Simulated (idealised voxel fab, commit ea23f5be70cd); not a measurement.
This is a process module. Its name is voxel wiring stack.
The cross-section on display is named cut; it measures 290 nm wide, and its cells are 5 nm squares.
If you're reading a cross-section in this doc, picture square cells in a grid; it comes to you as bands, top ones listed first down to the bottom, and a band can be one or more rows of cells. What a band's entry tells you: where the top is and where the bottom is, as heights in nm, and after that what lies inside, material by material from left to right, each with its width in nm. Empty space is written as the word "empty", and a single material marked with the word "everywhere" occupies the band from edge to edge. It should be noted that heights are counted from 0, beneath which the wafer as supplied is of one material throughout, and that the lowest band possesses no lower boundary but continues downward, as written in "0 and below". With a width like "30 to 40", each row of cells in the band differs from the next by the same amount, the top row carrying the first number and the bottom row the second. Where a step carries "left unchanged", the cross-section came out of it unchanged, cell for cell. "Internal closed voids": sealed empty spaces, 8 cells or more, no open way to top, listed width x height at distance, with distance from the left edge and width, height and distance in nm. Where a step's line continues beyond its settings, the continuation is a remark by the simulator itself on that step. overlay nm: right-of-plan distance of the mask on a masked step; negative values mean left-of-plan.
[List of planned process steps]
1: RECEIVE (material Si)
2: CONFORMAL_DEP (material SiO2; thk nm 15)
3: DIRECTIONAL_DEP (material TiN; thk nm 5)
4: DIRECTIONAL_DEP (material Ru; thk nm 25)
5: PATTERN (tone cover; mask id METAL_1; material resist; width nm 30; pitch nm 50; thk nm 20; overlay nm 0)
6: DIRECTIONAL_ETCH (etch materials Ru; depth nm 25)
7: DIRECTIONAL_ETCH (etch materials TiN; depth nm 5)
8: STRIP (etch materials resist)
9: FILL_DEP (material lowk; thk nm 10)
10: CMP (height nm 45)
11: CONFORMAL_DEP (material SiCN; thk nm 5)
12: DIRECTIONAL_DEP (material lowk; thk nm 20)
13: MASKED_ETCH (tone open; mask id PLUG_1; width nm 15; pitch nm 50; etch materials lowk; depth nm 20; overlay nm 0)
14: MASKED_ETCH (tone open; mask id PLUG_1; width nm 15; pitch nm 50; etch materials SiCN; depth nm 5; overlay nm 0)
15: CONFORMAL_DEP (material TiN; thk nm 5)
16: FILL_DEP (material Cu; thk nm 5)
17: CMP (height nm 70)
18: DIRECTIONAL_DEP (material TiN; thk nm 5)
19: DIRECTIONAL_DEP (material Ru; thk nm 15)
20: DIRECTIONAL_DEP (material aC; thk nm 15)
21: PATTERN (tone cover; mask id METAL_2; material resist; width nm 30; pitch nm 50; thk nm 30; overlay nm 0)
22: DIRECTIONAL_ETCH (etch materials aC; depth nm 15)
23: STRIP (etch materials resist)
24: DIRECTIONAL_ETCH (etch materials Ru; depth nm 15)
25: DIRECTIONAL_ETCH (etch materials TiN; depth nm 5)
26: STRIP (etch materials aC)
27: CONFORMAL_DEP (material SiCN; thk nm 5)
28: FILL_DEP (material lowk; thk nm 10)
29: CMP (height nm 90)
30: CONFORMAL_DEP (material SiN; thk nm 5)
[Shown in cross-section is the wafer as received, that is, as it stands after step 1]
	0 and below  Si everywhere
	Internal closed voids: none
[Final cross-section, module run with one mistake (start and plan as above)]
	95 down to 90  SiN everywhere
	90 down to 75  100 lowk  5 SiCN  30 Ru  5 SiCN  10 lowk  5 SiCN  30 Ru  5 SiCN  100 lowk
	75 down to 70  105 SiCN  30 TiN  20 SiCN  30 TiN  105 SiCN
	70 down to 50  105 lowk  5 TiN  5 Cu  5 TiN  35 lowk  5 TiN  5 Cu  5 TiN  120 lowk
	50 down to 45  105 SiCN  15 TiN  35 SiCN  15 TiN  120 SiCN
	45 down to 40  lowk everywhere
	40 down to 20  105 lowk  30 Ru  20 lowk  30 Ru  105 lowk
	20 down to 15  105 lowk  30 TiN  20 lowk  30 TiN  105 lowk
	15 down to 0  SiO2 everywhere
	0 and below  Si everywhere
	Internal closed voids: none
Here's what went sideways: so step 4 ended up running with a different setting than we planned, it ran as DIRECTIONAL_DEP (material Ru; thk nm 20)
